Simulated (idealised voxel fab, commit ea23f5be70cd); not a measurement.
Name of the process module below: voxel self aligned vias
For reference, the cross-section in this document is cut, with width 180 nm and square cells of 5 nm.
In this document a cross-section is written as a grid of square cells. It is given as a series of bands, listed from the top down, and a band is one or more rows of cells. What a band's entry tells you: where the top is and where the bottom is, as heights in nm, and after that what lies inside, material by material from left to right, each with its width in nm. Empty space is written as the word "air", and a single material marked with the word "all across" occupies the band from edge to edge. Measure heights from 0. That's the level where, below it, the as-received wafer is all one material. The lowest band is bottomless and extends downward; write it as in "0 down". Per-row width for "30->40": begins at first number (top row of band), ends at second number (bottom row), increment between rows held constant. A step reported as "no modification" is a step in which no cell of the cross-section changed. Each empty space that has no open way to the top and spans at least 8 cells appears under "Closed cavities" as width x height at distance, the distance counted from the left edge, all in nm. Past the settings on a step's line: simulator remark, on that step. Each step line may optionally specify "overlay nm", which for a step with a mask gives the rightward distance between the mask's planned place and where it lay, a negative value indicating the leftward direction.
**Steps planned for the process**
1,RECEIVE [material Si]
2,CONFORMAL_DEP [material SiO2] [thk nm 10]
3,CONFORMAL_DEP [material SiCN] [thk nm 5]
4,DIRECTIONAL_DEP [material lowk] [thk nm 20]
5,MASKED_ETCH [tone open] [mask id LINES] [width nm 25] [pitch nm 65] [etch materials lowk] [depth nm 20] [overlay nm 0]
6,CONFORMAL_DEP [material TiN] [thk nm 5]
7,FILL_DEP [material W] [thk nm 5]
8,CMP [height nm 35]
9,SELECTIVE_ETCH [etch materials W Ru TiN] [depth nm 10]
10,FILL_DEP [material SiN] [thk nm 5]
11,CMP [height nm 35]
12,DIRECTIONAL_DEP [material lowk] [thk nm 15]
13,MASKED_ETCH [tone open] [mask id VIAS] [width nm 35] [etch materials lowk] [depth nm 15] [overlay nm 0]
14,MASKED_ETCH [tone open] [mask id VIAS] [width nm 35] [etch materials SiN] [depth nm 10] [overlay nm 0]
15,CONFORMAL_DEP [material TiN] [thk nm 5]
16,FILL_DEP [material W] [thk nm 5]
17,CMP [height nm 50]
18,CONFORMAL_DEP [material SiN] [thk nm 5]
**The cross-section here shows the wafer as received, i.e. in its state after step 1**
    0 down  Si all across
    Closed cavities: none
**Cross-section: first of two wafers, module finished, run according to plan**
    55 to 50  SiN all across
    50 to 40  40 lowk; 5 TiN; 25 W; 5 TiN; 105 lowk
    40 to 35  40 lowk; 10 TiN; 15 W; 10 TiN; 105 lowk
    35 to 30  45 lowk; 5 TiN; 15 W; 5 TiN; 40 lowk; 25 SiN; 45 lowk
    30 to 25  45 lowk; 25 TiN; 40 lowk; 25 SiN; 45 lowk
    25 to 20  45 lowk; 5 TiN; 15 W; 5 TiN; 40 lowk; 5 TiN; 15 W; 5 TiN; 45 lowk
    20 to 15  45 lowk; 25 TiN; 40 lowk; 25 TiN; 45 lowk
    15 to 10  SiCN all across
    10 to 0  SiO2 all across
    0 down  Si all across
    Closed cavities: none
**Here's the second of our two wafers sectioned at module end. Same start as the first, same plan, but one mistake got made running it**
    55 to 50  SiN all across
    50 to 35  40 lowk; 5 TiN; 25 W; 5 TiN; 105 lowk
    35 to 30  40 SiN; 10 TiN; 15 W; 10 TiN; 105 SiN
    30 to 25  45 lowk; 25 TiN; 40 lowk; 25 SiN; 45 lowk
    25 to 15  45 lowk; 5 TiN; 15 W; 5 TiN; 40 lowk; 5 TiN; 15 W; 5 TiN; 45 lowk
    15 to 10  45 lowk; 25 TiN; 40 lowk; 25 TiN; 45 lowk
    10 to 0  SiO2 all across
    0 down  Si all across
    Closed cavities: none
Here's what went sideways: step 3 was left out
Counted in cells at the end, the second wafer holds more or fewer of these materials than the first: 36 fewer of SiCN | 24 more of SiN | 4 more of TiN | 8 more of W
